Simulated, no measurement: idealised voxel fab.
process module | voxel trench capacitor
cross-section cut | 285 nm wide | cells 5 nm
A cross-section is a grid of square cells, given in bands from the top down. A band is one or more rows of cells.
Each band's line starts with the height of the band's top and of its bottom, in nm. Then come its materials from left to right, each with its width in nm. One material with "throughout" fills the band from edge to edge. "air" is empty space.
Height 0 is the level under which the wafer as received is all one material. The lowest band goes on downwards, as in "0 down".
A width such as "30 to 40" changes by the same amount from each row of cells to the next, from the band's top row to its bottom row.
"no change" after a step means that no cell of the cross-section changed.
closed voids: empty space of 8 cells or more with no open way to the top, each as width x height at its distance from the left edge, in nm
after a step's settings: what the simulator itself notes on the step
overlay nm, on a step with a mask: how far to the right of its planned place the mask lay; to the left if negative
plan
1 op RECEIVE | material Si
2 op CONFORMAL_DEP | material SiN | thk nm 10
3 op DIRECTIONAL_DEP | material aC | thk nm 10
4 op PATTERN | tone open | mask id TRENCH | material resist | width nm 25 | pitch nm 50 | thk nm 30 | overlay nm 0
5 op DIRECTIONAL_ETCH | etch materials aC | depth nm 10
6 op STRIP | etch materials resist
7 op DIRECTIONAL_ETCH | etch materials SiN | depth nm 10
8 op DIRECTIONAL_ETCH | etch materials Si | depth nm 30
9 op STRIP | etch materials aC
10 op CONFORMAL_DEP | material SiO2 | thk nm 5
11 op FILL_DEP | material polySi | thk nm 10
12 op CMP | height nm 10
as received, after step 1
  0 down: Si throughout
  closed voids: none
first wafer at the end, as planned
  10 to 0: SiN 105 | SiO2 5 | polySi 15 | SiO2 5 | SiN 25 | SiO2 5 | polySi 15 | SiO2 5 | SiN 105
  0 to -25: Si 105 | SiO2 5 | polySi 15 | SiO2 5 | Si 25 | SiO2 5 | polySi 15 | SiO2 5 | Si 105
  -25 to -30: Si 105 | SiO2 25 | Si 25 | SiO2 25 | Si 105
  -30 down: Si throughout
  closed voids: none
second wafer at the end: like start, like plan, one mistake
  10 to 0: SiO2 throughout
  0 down: Si throughout
  closed voids: none
what went wrong: step 2 ran as: op CONFORMAL_DEP | material SiO2 | thk nm 10
at the end the second wafer has, in cells: 60 more of Si | 94 fewer of SiN | 76 more of SiO2 | 42 fewer of polySi
